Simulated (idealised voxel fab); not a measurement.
process module | voxel wiring stack
cross-section cut | 155 nm wide | cells 5 nm
A cross-section is a grid of square cells, given in bands from the top down. A band is one or more rows of cells.
Each band's line starts with the height of the band's top and of its bottom, in nm. Then come its materials from left to right, each with its width in nm. One material with "throughout" fills the band from edge to edge. "air" is empty space.
Height 0 is the level under which the wafer as received is all one material. The lowest band goes on downwards, as in "0 down".
A width such as "30 to 40" changes by the same amount from each row of cells to the next, from the band's top row to its bottom row.
"no change" after a step means that no cell of the cross-section changed.
closed voids: empty space of 8 cells or more with no open way to the top, each as width x height at its distance from the left edge, in nm
after a step's settings: what the simulator itself notes on the step
overlay nm, on a step with a mask: how far to the right of its planned place the mask lay; to the left if negative
plan
1 op RECEIVE | material Si
2 op CONFORMAL_DEP | material SiO2 | thk nm 10
3 op DIRECTIONAL_DEP | material TiN | thk nm 5
4 op DIRECTIONAL_DEP | material Ru | thk nm 15
5 op MASKED_ETCH | tone cover | mask id METAL_1 | width nm 25 | pitch nm 45 | etch materials Ru | depth nm 15 | overlay nm 0
6 op MASKED_ETCH | tone cover | mask id METAL_1 | width nm 25 | pitch nm 45 | etch materials TiN | depth nm 5 | overlay nm 0
7 op FILL_DEP | material lowk | thk nm 5
8 op CMP | height nm 30
9 op CONFORMAL_DEP | material SiCN | thk nm 5
10 op DIRECTIONAL_DEP | material lowk | thk nm 10
11 op MASKED_ETCH | tone open | mask id PLUG_1 | width nm 15 | pitch nm 45 | etch materials lowk | depth nm 10 | overlay nm 0
12 op MASKED_ETCH | tone open | mask id PLUG_1 | width nm 15 | pitch nm 45 | etch materials SiCN | depth nm 5 | overlay nm 0
13 op EPI | material Ru | thk nm 10
14 op EPI | material Ru | thk nm 5
15 op CONFORMAL_DEP | material SiCN | thk nm 5
16 op DIRECTIONAL_DEP | material SiO2 | thk nm 25
17 op PATTERN | tone open | mask id METAL_2 | material resist | width nm 25 | pitch nm 45 | thk nm 20 | overlay nm 0
18 op DIRECTIONAL_ETCH | etch materials SiO2 | depth nm 25
19 op DIRECTIONAL_ETCH | etch materials SiCN | depth nm 5
20 op STRIP | etch materials resist
21 op CONFORMAL_DEP | material TiN | thk nm 5
22 op FILL_DEP | material Ru | thk nm 10
23 op CMP | height nm 75
24 op CONFORMAL_DEP | material SiCN | thk nm 5
25 op DIRECTIONAL_DEP | material SiO2 | thk nm 35
26 op PATTERN | tone open | mask id METAL_3 | material resist | width nm 25 | pitch nm 45 | thk nm 20 | overlay nm 0
27 op DIRECTIONAL_ETCH | etch materials SiO2 | depth nm 20
28 op STRIP | etch materials resist
29 op MASKED_ETCH | tone open | mask id METAL_3_HOLES | width nm 15 | pitch nm 90 | etch materials SiO2 | depth nm 15 | overlay nm 0
30 op MASKED_ETCH | tone open | mask id METAL_3_HOLES | width nm 15 | pitch nm 90 | etch materials SiCN | depth nm 5 | overlay nm 0
31 op CONFORMAL_DEP | material TiN | thk nm 5
32 op FILL_DEP | material Cu | thk nm 5
33 op CMP | height nm 115
34 op CONFORMAL_DEP | material SiN | thk nm 5
as received, after step 1
  0 down: Si throughout
  closed voids: none
a wafer at the end: this start, this plan, one mistake
  120 to 115: SiN throughout
  115 to 80: SiO2 throughout
  80 to 75: SiCN throughout
  75 to 50: SiO2 20 | TiN 5 | Ru 15 | TiN 5 | SiO2 20 | TiN 5 | Ru 15 | TiN 5 | SiO2 20 | TiN 5 | Ru 15 | TiN 5 | SiO2 20
  50 to 45: SiCN 20 | TiN 25 | SiCN 20 | TiN 25 | SiCN 20 | TiN 25 | SiCN 20
  45 to 35: lowk 20 | Ru 15 | lowk 30 | Ru 15 | lowk 30 | Ru 15 | lowk 30
  35 to 30: SiCN 20 | Ru 15 | SiCN 30 | Ru 15 | SiCN 30 | Ru 15 | SiCN 30
  30 to 15: lowk 20 | Ru 25 | lowk 20 | Ru 25 | lowk 20 | Ru 25 | lowk 20
  15 to 10: lowk 20 | TiN 25 | lowk 20 | TiN 25 | lowk 20 | TiN 25 | lowk 20
  10 to 0: SiO2 throughout
  0 down: Si throughout
  closed voids: none
what went wrong: step 25 was run twice
